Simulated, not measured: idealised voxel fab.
Proc. module: voxel plated lines
Cross-sectional view cut (width: 290 nm; square cell size: 5 nm).
Cross-section, as written here: a square-cell grid given band by band from the top down, where a band holds one or more rows of cells. Read a band's entry like this: the first values are the height of its top and the height of its bottom in nm, and what follows is the sequence of materials from left to right, each with its width in nm. Note that "blank" is empty space, and that a single material marked "everywhere" reaches across the band from edge to edge. Height reference: 0 = level under which incoming wafer is all one material. Lowest band: no bottom, runs on downward, e.g. "0 -> down". Think of "30->40" as a width that walks from the first number to the second as you go down the band, top row to bottom row, taking equal-sized steps from row to row. "identical to before", as given for a step, is the statement that not any cell of the cross-section underwent a change during that step. In the "Entrapped voids" entry, you get each enclosed empty space of 8 cells or more, one with no open way to the top, written width x height at distance, distance from the left edge, in nm. Formally, on a step line, whatever follows the settings is a remark that the simulator itself makes on the step. overlay nm: mask offset rightward from planned place, masked step; negative means leftward offset.

[Process steps (planned)]
| 1 | RECEIVE: material Si |
| 2 | CONFORMAL_DEP: material Al2O3, thk nm 10 |
| 3 | DIRECTIONAL_DEP: material TiN, thk nm 5 |
| 4 | PATTERN: tone open, mask id LINES, material resist, width nm 20, pitch nm 35, thk nm 35, overlay nm 0 |
| 5 | EPI: material Ru, thk nm 5 |
| 6 | EPI: material Ru, thk nm 5 |
| 7 | EPI: material Ru, thk nm 10 |
| 8 | STRIP: etch materials resist |
| 9 | DIRECTIONAL_ETCH: etch materials TiN, depth nm 5 |
| 10 | CONFORMAL_DEP: material SiCN, thk nm 5 |

[Incoming wafer, cross-sectional view, post step 1]
0 -> down | Si everywhere
Entrapped voids: none

[Result of the module, cross-sectioned: start per above, plan per above, one error in how it was run]
50 -> 45 | blank 75  SiCN 30  blank 5  SiCN 30  blank 5  SiCN 30  blank 5  SiCN 30  blank 80
45 -> 15 | blank 75  SiCN 5  Ru 20  SiCN 5  blank 5  SiCN 5  Ru 20  SiCN 5  blank 5  SiCN 5  Ru 20  SiCN 5  blank 5  SiCN 5  Ru 20  SiCN 5  blank 80
15 -> 10 | SiCN 80  TiN 20  SiCN 15  TiN 20  SiCN 15  TiN 20  SiCN 15  TiN 20  SiCN 85
10 -> 0 | Al2O3 everywhere
0 -> down | Si everywhere
Entrapped voids: none
Diagnosis: heads up, step 7 of the plan got done twice
